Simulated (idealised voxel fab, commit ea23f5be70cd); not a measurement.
The following is a process module called voxel spacer lines.
The cross-section on display is named cut; it measures 275 nm wide, and its cells are 5 nm squares.
In what follows, cross-sections appear as grids of square cells, described through bands that run from the top down, where every band is one or more rows of cells. Heights first: top, then bottom, in nm. Then materials, left to right, each with a width in nm. "throughout" on a single material: fills the band edge to edge. "blank": empty space. The level at which height equals 0 is the one under which the wafer, as it arrives, is entirely one material. No lower edge exists for the bottom band, which continues downward and is notated as in "0 nm and below". You'd read "30..40" like this: the band's top row of cells is as wide as the first number, its bottom row is as wide as the second, and going down, every row changes width by the same amount as the row before did. The cross-section has no changed cell in any step marked "nothing altered". What "Fully sealed cavities" gives you is every empty space of 8 cells or more that is cut off from the top. Each appears as width x height at distance, with the distance taken from the left edge and width, height and distance all in nm. Post-settings text on a step line: simulator's own remark regarding the step. overlay nm: where the mask lay relative to plan, measured to the right, on steps with a mask; negatives go left.

So here's the lineup of process steps we planned:
1. RECEIVE (material Si)
2. CONFORMAL_DEP (material Al2O3; thk nm 5)
3. DIRECTIONAL_DEP (material SiN; thk nm 10)
4. DIRECTIONAL_DEP (material aC; thk nm 20)
5. PATTERN (tone cover; mask id MANDREL; material resist; width nm 15; pitch nm 60; thk nm 30; overlay nm 0)
6. DIRECTIONAL_ETCH (etch materials aC; depth nm 20)
7. STRIP (etch materials resist)
8. CONFORMAL_DEP (material SiO2; thk nm 15)
9. DIRECTIONAL_ETCH (etch materials SiO2; depth nm 15)
10. STRIP (etch materials aC)
11. DIRECTIONAL_ETCH (etch materials SiN; depth nm 10)
12. STRIP (etch materials SiO2)
13. FILL_DEP (material lowk; thk nm 5)
14. CMP (height nm 15)

Wafer as received: cross-section following step 1:
  0 nm and below: Si throughout
  Fully sealed cavities: none

First of two wafers, end-of-module section, run followed plan:
  15 nm to 5 nm: 55 nm lowk  15 nm SiN  15 nm lowk  15 nm SiN  15 nm lowk  15 nm SiN  15 nm lowk  15 nm SiN  15 nm lowk  15 nm SiN  15 nm lowk  15 nm SiN  55 nm lowk
  5 nm to 0 nm: Al2O3 throughout
  0 nm and below: Si throughout
  Fully sealed cavities: none

second wafer at the end: like start, like plan, one mistake:
  15 nm to 10 nm: lowk throughout
  10 nm to 0 nm: 55 nm lowk  15 nm SiN  15 nm lowk  15 nm SiN  15 nm lowk  15 nm SiN  15 nm lowk  15 nm SiN  15 nm lowk  15 nm SiN  15 nm lowk  15 nm SiN  55 nm lowk
  0 nm and below: Si throughout
  Fully sealed cavities: none
what went wrong: step 2 of the plan was bypassed and not carried out
The second wafer ends with more or fewer cells of some materials than the first, per final count: 55 fewer of Al2O3 | 55 more of lowk
